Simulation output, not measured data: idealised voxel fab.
process module | voxel trench capacitor
cross-section cut | 285 nm wide | cells 5 nm
A cross-section is a grid of square cells, given in bands from the top down. A band is one or more rows of cells.
Each band's line starts with the height of the band's top and of its bottom, in nm. Then come its materials from left to right, each with its width in nm. One material with "throughout" fills the band from edge to edge. "air" is empty space.
Height 0 is the level under which the wafer as received is all one material. The lowest band goes on downwards, as in "0 down".
A width such as "30 to 40" changes by the same amount from each row of cells to the next, from the band's top row to its bottom row.
"no change" after a step means that no cell of the cross-section changed.
closed voids: empty space of 8 cells or more with no open way to the top, each as width x height at its distance from the left edge, in nm
after a step's settings: what the simulator itself notes on the step
overlay nm, on a step with a mask: how far to the right of its planned place the mask lay; to the left if negative
plan
1 op RECEIVE | material Si
2 op CONFORMAL_DEP | material SiN | thk nm 10
3 op DIRECTIONAL_DEP | material aC | thk nm 10
4 op PATTERN | tone open | mask id TRENCH | material resist | width nm 25 | pitch nm 50 | thk nm 30 | overlay nm 0
5 op DIRECTIONAL_ETCH | etch materials aC | depth nm 10
6 op STRIP | etch materials resist
7 op DIRECTIONAL_ETCH | etch materials SiN | depth nm 10
8 op DIRECTIONAL_ETCH | etch materials Si | depth nm 30
9 op STRIP | etch materials aC
10 op CONFORMAL_DEP | material SiO2 | thk nm 5
11 op FILL_DEP | material polySi | thk nm 10
12 op CMP | height nm 10
first wafer, as planned
as received, after step 1
  0 down: Si throughout
  closed voids: none
after step 2
  10 to 0: SiN throughout
  below 0: unchanged
after step 3
  20 to 10: aC throughout
  below 10: unchanged
after step 4
  50 to 20: resist 105 | air 25 | resist 25 | air 25 | resist 105
  below 20: unchanged
after step 5
  40 to 20: resist 105 | air 25 | resist 25 | air 25 | resist 105
  20 to 10: aC 105 | air 25 | aC 25 | air 25 | aC 105
  below 10: unchanged
after step 6
  20 to 10: aC 105 | air 25 | aC 25 | air 25 | aC 105
  below 10: unchanged
after step 7
  20 to 10: aC 105 | air 25 | aC 25 | air 25 | aC 105
  10 to 0: SiN 105 | air 25 | SiN 25 | air 25 | SiN 105
  below 0: unchanged
after step 8
  20 to 10: aC 105 | air 25 | aC 25 | air 25 | aC 105
  10 to 0: SiN 105 | air 25 | SiN 25 | air 25 | SiN 105
  0 to -30: Si 105 | air 25 | Si 25 | air 25 | Si 105
  below -30: unchanged
after step 9
  10 to 0: SiN 105 | air 25 | SiN 25 | air 25 | SiN 105
  below 0: unchanged
after step 10
  15 to 10: SiO2 110 | air 15 | SiO2 35 | air 15 | SiO2 110
  10 to 0: SiN 105 | SiO2 5 | air 15 | SiO2 5 | SiN 25 | SiO2 5 | air 15 | SiO2 5 | SiN 105
  0 to -25: Si 105 | SiO2 5 | air 15 | SiO2 5 | Si 25 | SiO2 5 | air 15 | SiO2 5 | Si 105
  -25 to -30: Si 105 | SiO2 25 | Si 25 | SiO2 25 | Si 105
  below -30: unchanged
after step 11
  25 to 15: polySi throughout
  15 to 10: SiO2 110 | polySi 15 | SiO2 35 | polySi 15 | SiO2 110
  10 to 0: SiN 105 | SiO2 5 | polySi 15 | SiO2 5 | SiN 25 | SiO2 5 | polySi 15 | SiO2 5 | SiN 105
  0 to -25: Si 105 | SiO2 5 | polySi 15 | SiO2 5 | Si 25 | SiO2 5 | polySi 15 | SiO2 5 | Si 105
  below -25: unchanged
after step 12
  10 to 0: SiN 105 | SiO2 5 | polySi 15 | SiO2 5 | SiN 25 | SiO2 5 | polySi 15 | SiO2 5 | SiN 105
  below 0: unchanged
second wafer: like start, like plan, one mistake. Through step 3 it matches the first wafer
when step 4 should have ended
  50 to 20: air 105 | resist 25 | air 25 | resist 25 | air 105
  below 20: unchanged
when step 5 should have ended
  40 to 20: air 105 | resist 25 | air 25 | resist 25 | air 105
  20 to 10: air 105 | aC 25 | air 25 | aC 25 | air 105
  below 10: unchanged
when step 6 should have ended
  20 to 10: air 105 | aC 25 | air 25 | aC 25 | air 105
  below 10: unchanged
when step 7 should have ended
  20 to 10: air 105 | aC 25 | air 25 | aC 25 | air 105
  10 to 0: air 105 | SiN 25 | air 25 | SiN 25 | air 105
  below 0: unchanged
when step 8 should have ended
  20 to 10: air 105 | aC 25 | air 25 | aC 25 | air 105
  10 to 0: air 105 | SiN 25 | air 25 | SiN 25 | air 105
  0 to -30: air 105 | Si 25 | air 25 | Si 25 | air 105
  below -30: unchanged
when step 9 should have ended
  10 to 0: air 105 | SiN 25 | air 25 | SiN 25 | air 105
  below 0: unchanged
when step 10 should have ended
  15 to 10: air 100 | SiO2 35 | air 15 | SiO2 35 | air 100
  10 to 0: air 100 | SiO2 5 | SiN 25 | SiO2 5 | air 15 | SiO2 5 | SiN 25 | SiO2 5 | air 100
  0 to -25: air 100 | SiO2 5 | Si 25 | SiO2 5 | air 15 | SiO2 5 | Si 25 | SiO2 5 | air 100
  -25 to -30: SiO2 105 | Si 25 | SiO2 25 | Si 25 | SiO2 105
  below -30: unchanged
when step 11 should have ended
  25 to 15: polySi throughout
  15 to 10: polySi 100 | SiO2 35 | polySi 15 | SiO2 35 | polySi 100
  10 to 0: polySi 100 | SiO2 5 | SiN 25 | SiO2 5 | polySi 15 | SiO2 5 | SiN 25 | SiO2 5 | polySi 100
  0 to -25: polySi 100 | SiO2 5 | Si 25 | SiO2 5 | polySi 15 | SiO2 5 | Si 25 | SiO2 5 | polySi 100
  below -25: unchanged
when step 12 should have ended
  10 to 0: polySi 100 | SiO2 5 | SiN 25 | SiO2 5 | polySi 15 | SiO2 5 | SiN 25 | SiO2 5 | polySi 100
  below 0: unchanged
what went wrong: step 4 ran as: op PATTERN | tone cover | mask id TRENCH | material resist | width nm 25 | pitch nm 50 | thk nm 30 | overlay nm 0
at the end the second wafer has, in cells: 222 fewer of Si | 74 fewer of SiN | 37 more of SiO2 | 259 more of polySi
